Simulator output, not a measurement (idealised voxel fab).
The name of this process module is voxel capacitor over wiring.
Pictured: cross-section cut, 175 nm wide, on a grid of 5 nm square cells.
In this document a cross-section is written as a grid of square cells. It is given as a series of bands, listed from the top down, and a band is one or more rows of cells.
What a band's entry tells you: where the top is and where the bottom is, as heights in nm, and after that what lies inside, material by material from left to right, each with its width in nm. Empty space is written as the word "blank", and a single material marked with the word "throughout" occupies the band from edge to edge.
A quick word on heights: they are counted from 0, and under that level the wafer as it came to us is one material throughout. The lowest band is different from the rest in having no bottom; it simply continues downward, written as in "0 -> down".
A width such as "30->40" changes by the same amount from each row of cells to the next, from the band's top row to its bottom row.
No cell of the cross-section changed in a step that is given as "same as before".
In "Unvented internal voids" the enclosed voids are listed, meaning empty spaces of 8 cells or larger without any opening to the top. The form is width x height at distance, distance from the left edge, units nm.
Anything after a step's settings on that line? It's the simulator's own note about the step.
overlay nm: for a step with a mask, the amount by which the mask lay right of where it was planned; a negative amount means left of it.

Intended process steps:
1) RECEIVE (material Si)
2) CONFORMAL_DEP (material SiO2; thk nm 15)
3) CONFORMAL_DEP (material SiCN; thk nm 5)
4) DIRECTIONAL_DEP (material SiO2; thk nm 15)
5) PATTERN (tone open; mask id METAL_1; material resist; width nm 25; pitch nm 80; thk nm 20; overlay nm 0)
6) DIRECTIONAL_ETCH (etch materials SiO2; depth nm 15)
7) DIRECTIONAL_ETCH (etch materials SiCN; depth nm 5)
8) STRIP (etch materials resist)
9) CONFORMAL_DEP (material TiN; thk nm 5)
10) FILL_DEP (material W; thk nm 10)
11) CMP (height nm 35)
12) CONFORMAL_DEP (material SiCN; thk nm 5)
13) DIRECTIONAL_DEP (material lowk; thk nm 20)
14) DIRECTIONAL_DEP (material aC; thk nm 15)
15) PATTERN (tone open; mask id PLUG_1; material resist; width nm 15; thk nm 35; overlay nm 0)
16) DIRECTIONAL_ETCH (etch materials aC; depth nm 15)
17) STRIP (etch materials resist)
18) DIRECTIONAL_ETCH (etch materials lowk; depth nm 20)
19) DIRECTIONAL_ETCH (etch materials SiCN; depth nm 5)
20) STRIP (etch materials aC)
21) EPI (material Ru; thk nm 10)
22) EPI (material Ru; thk nm 10)
23) EPI (material Ru; thk nm 5)
24) DIRECTIONAL_DEP (material TiN; thk nm 10)
25) DIRECTIONAL_DEP (material Al2O3; thk nm 5)
26) DIRECTIONAL_DEP (material TiN; thk nm 5)
27) PATTERN (tone cover; mask id UPPER_PLATE; material resist; width nm 60; thk nm 20; overlay nm 0)
28) DIRECTIONAL_ETCH (etch materials TiN; depth nm 5)
29) DIRECTIONAL_ETCH (etch materials Al2O3; depth nm 5)
30) STRIP (etch materials resist)
31) DIRECTIONAL_DEP (material aC; thk nm 10)
32) PATTERN (tone cover; mask id LOWER_PLATE; material resist; width nm 70; thk nm 30; overlay nm 0)
33) DIRECTIONAL_ETCH (etch materials aC; depth nm 10)
34) STRIP (etch materials resist)
35) DIRECTIONAL_ETCH (etch materials TiN; depth nm 10)
36) STRIP (etch materials aC)
37) FILL_DEP (material SiO2; thk nm 20)
38) CMP (height nm 95)
39) MASKED_ETCH (tone open; mask id PLUG_2; width nm 15; etch materials SiO2; depth nm 15; overlay nm 0)
40) CONFORMAL_DEP (material TiN; thk nm 5)
41) FILL_DEP (material Ru; thk nm 5)
42) CMP (height nm 95)
43) CONFORMAL_DEP (material SiCN; thk nm 5)

As-received state of the wafer in cross-section, equivalent to post-step 1:
	0 -> down  Si throughout
	Unvented internal voids: none

Cross-sectional view of the first of the two wafers upon completion of the module, processed in accordance with the plan:
	100 -> 95  SiCN throughout
	95 -> 85  SiO2=55 | TiN=5 | Ru=5 | TiN=5 | SiO2=105
	85 -> 75  SiO2=55->45 | TiN=15->60 | SiO2=105->70
	75 -> 70  SiO2=45 | Al2O3=60 | SiO2=70
	70 -> 60  SiO2=40 | TiN=70 | SiO2=65
	60 -> 40  lowk=45 | Ru=15 | lowk=115
	40 -> 35  SiCN=45 | Ru=15 | SiCN=115
	35 -> 20  SiO2=35 | TiN=5 | W=15 | TiN=5 | SiO2=55 | TiN=5 | W=15 | TiN=5 | SiO2=35
	20 -> 15  SiCN=35 | TiN=25 | SiCN=55 | TiN=25 | SiCN=35
	15 -> 0  SiO2 throughout
	0 -> down  Si throughout
	Unvented internal voids: none

Presented here is a cross-section of the second of the two wafers as it stood at the end of the module. It was started in the same manner and assigned the same plan as the first wafer; however, one mistake was made in its execution:
	100 -> 95  SiCN throughout
	95 -> 85  SiO2=55 | TiN=5 | Ru=5 | TiN=5 | SiO2=105
	85 -> 75  SiO2=55->60 | TiN=15->45 | SiO2=105->70
	75 -> 70  SiO2=45 | TiN=15 | Al2O3=45 | SiO2=70
	70 -> 65  SiO2=40 | TiN=5 | Al2O3=15 | TiN=50 | SiO2=65
	65 -> 60  SiO2=40 | TiN=70 | SiO2=65
	60 -> 55  SiCN=45 | TiN=15 | SiCN=115
	55 -> 35  lowk throughout
	35 -> 20  SiO2=35 | TiN=5 | W=15 | TiN=5 | SiO2=55 | TiN=5 | W=15 | TiN=5 | SiO2=35
	20 -> 15  SiCN=35 | TiN=25 | SiCN=55 | TiN=25 | SiCN=35
	15 -> 0  SiO2 throughout
	0 -> down  Si throughout
	Unvented internal voids: none
The plan and the run diverged here: it was found that steps 12 and 13 of the process plan had been performed in exchanged positions
It is noted that, at the conclusion of processing, the second wafer exhibits a higher or lower cell count for certain materials relative to the first: 15 fewer of Ru | 3 more of SiO2 | 12 more of lowk
